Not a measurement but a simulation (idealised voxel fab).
The name of this process module is voxel released beams.
Section shown: cut. Width: 140 nm. Cell size: 5 nm, square.
In this document a cross-section is written as a grid of square cells. It is given as a series of bands, listed from the top down, and a band is one or more rows of cells.
Read a band's entry like this: the first values are the height of its top and the height of its bottom in nm, and what follows is the sequence of materials from left to right, each with its width in nm. Note that "air" is empty space, and that a single material marked "everywhere" reaches across the band from edge to edge.
Height 0 is the level under which the wafer as received is all one material. The lowest band goes on downwards, as in "from 0 down".
Width: "30..40" (first number = top row, second number = bottom row, same change from row to row of cells).
What does "nothing was modified" mean for a step? It means no cell of the cross-section changed in that step.
Listed in "Closed void listing": every empty space of 8 or more cells without an open way to the top. Form: width x height at distance, the distance being from the left edge, all in nm.
Heads up: the bit after the settings on a step's line is the simulator's remark on that step.
overlay nm: where the mask lay relative to plan, measured to the right, on steps with a mask; negatives go left.

Listed below are the process steps as planned
1. RECEIVE, material Si
2. CONFORMAL_DEP, material Al2O3, thk nm 10
3. DIRECTIONAL_DEP, material SiO2, thk nm 20
4. DIRECTIONAL_DEP, material aC, thk nm 10
5. PATTERN, tone open, mask id ANCHOR, material resist, width nm 35, thk nm 25, overlay nm 0
6. DIRECTIONAL_ETCH, etch materials aC, depth nm 10
7. STRIP, etch materials resist
8. DIRECTIONAL_ETCH, etch materials SiO2, depth nm 20
9. STRIP, etch materials aC
10. CONFORMAL_DEP, material W, thk nm 15
11. MASKED_ETCH, tone cover, mask id BEAM, width nm 105, etch materials W, depth nm 15, overlay nm 0
12. STRIP, etch materials SiO2

Delivered wafer in cross-section: state after step 1
- from 0 down: Si everywhere
- Closed void listing: none

Module complete, cross-section. Starting point and plan per above. One mistake made in running the module
- from 45 to 30: air: 15; W: 15; air: 5; W: 85; air: 20
- from 30 to 25: air: 15; W: 15; air: 5; W: 15; air: 90
- from 25 to 10: air: 15; W: 35; air: 90
- from 10 to 0: Al2O3 everywhere
- from 0 down: Si everywhere
- Closed void listing: none
what went wrong: not per plan at step 5, really ran PATTERN, tone open, mask id ANCHOR, material resist, width nm 35, thk nm 25, overlay nm -5
